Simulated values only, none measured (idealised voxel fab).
Title: Process Module voxel lift off
It is cross-section cut that appears here, measuring 295 nm in width, its square cells being 5 nm in size.
Think of the cross-section as a grid of square cells. We describe it in bands, top to bottom, and each band covers one or more rows of those cells.
Band: top height; bottom height; in nm. Then, left to right: material with width in nm, for each material. "edge to edge": a single material spanning edge to edge. "empty": empty space.
Heads up on the height convention: 0 is the point under which the incoming wafer is all one material, and the lowest band has no bottom, it just keeps going down, like "top 0, no bottom".
Per-row width for "30->40": begins at first number (top row of band), ends at second number (bottom row), increment between rows held constant.
"no modifications" (step): cross-section cells unchanged, all of them.
This entry, "Sealed void inventory", enumerates those empty regions of no fewer than 8 cells that possess no open connection to the top. Each region is reported in the form width x height at distance, the distance being taken from the left edge, with all three quantities expressed in nm.
It should be noted that, on the line of a given step, the content following the step's settings is a remark produced by the simulator itself with respect to that step.
overlay nm, on a step with a mask: how far to the right of its planned place the mask lay; to the left if negative

Listed below are the process steps as planned:
step 1: op RECEIVE | material Si
step 2: op CONFORMAL_DEP | material SiO2 | thk nm 15
step 3: op PATTERN | tone open | mask id LINES | material resist | width nm 20 | pitch nm 40 | thk nm 15 | overlay nm 0
step 4: op DIRECTIONAL_DEP | material Ru | thk nm 5
step 5: op STRIP | etch materials resist
step 6: op CONFORMAL_DEP | material SiCN | thk nm 5

So, the first of our two wafers, run just as we planned it:

as received, after step 1:
* top 0, no bottom  Si edge to edge
* Sealed void inventory: none

Once step 2 is through, the wafer looks like this in cross-section:
* top 15, bottom 0  SiO2 edge to edge
* Heights below 0 show no change.

Once step 3 is through, the wafer looks like this in cross-section:
* top 30, bottom 15  resist 115 / empty 20 / resist 20 / empty 20 / resist 120
* Heights below 15 show no change.

Once step 4 is through, the wafer looks like this in cross-section:
* top 35, bottom 30  Ru 115 / empty 20 / Ru 20 / empty 20 / Ru 120
* top 30, bottom 20  resist 115 / empty 20 / resist 20 / empty 20 / resist 120
* top 20, bottom 15  resist 115 / Ru 20 / resist 20 / Ru 20 / resist 120
* Heights below 15 show no change.

Once step 5 is through, the wafer looks like this in cross-section:
* top 20, bottom 15  empty 115 / Ru 20 / empty 20 / Ru 20 / empty 120
* Heights below 15 show no change.

Once step 6 is through, the wafer looks like this in cross-section:
* top 25, bottom 20  empty 110 / SiCN 30 / empty 10 / SiCN 30 / empty 115
* top 20, bottom 15  SiCN 115 / Ru 20 / SiCN 20 / Ru 20 / SiCN 120
* Heights below 15 show no change.

Companion wafer, the second of two: same beginning, same intended sequence, one mistake in carrying it out; through step 2 inclusive it tracks the first exactly:

Cross-section of the second wafer at the time step 3 of the plan should have ended:
* top 30, bottom 15  resist 110 / empty 20 / resist 20 / empty 20 / resist 125
* Heights below 15 show no change.

Cross-section of the second wafer at the time step 4 of the plan should have ended:
* top 35, bottom 30  Ru 110 / empty 20 / Ru 20 / empty 20 / Ru 125
* top 30, bottom 20  resist 110 / empty 20 / resist 20 / empty 20 / resist 125
* top 20, bottom 15  resist 110 / Ru 20 / resist 20 / Ru 20 / resist 125
* Heights below 15 show no change.

Cross-section of the second wafer at the time step 5 of the plan should have ended:
* top 20, bottom 15  empty 110 / Ru 20 / empty 20 / Ru 20 / empty 125
* Heights below 15 show no change.

Cross-section of the second wafer at the time step 6 of the plan should have ended:
* top 25, bottom 20  empty 105 / SiCN 30 / empty 10 / SiCN 30 / empty 120
* top 20, bottom 15  SiCN 110 / Ru 20 / SiCN 20 / Ru 20 / SiCN 125
* Heights below 15 show no change.
Finding, execution versus plan: in deviation from the planned setting, step 3 was conducted as op PATTERN | tone open | mask id LINES | material resist | width nm 20 | pitch nm 40 | thk nm 15 | overlay nm -5
In the final comparison it is observed that the number of cells assigned to each material is identical for the two wafers, whereas their placement is not.
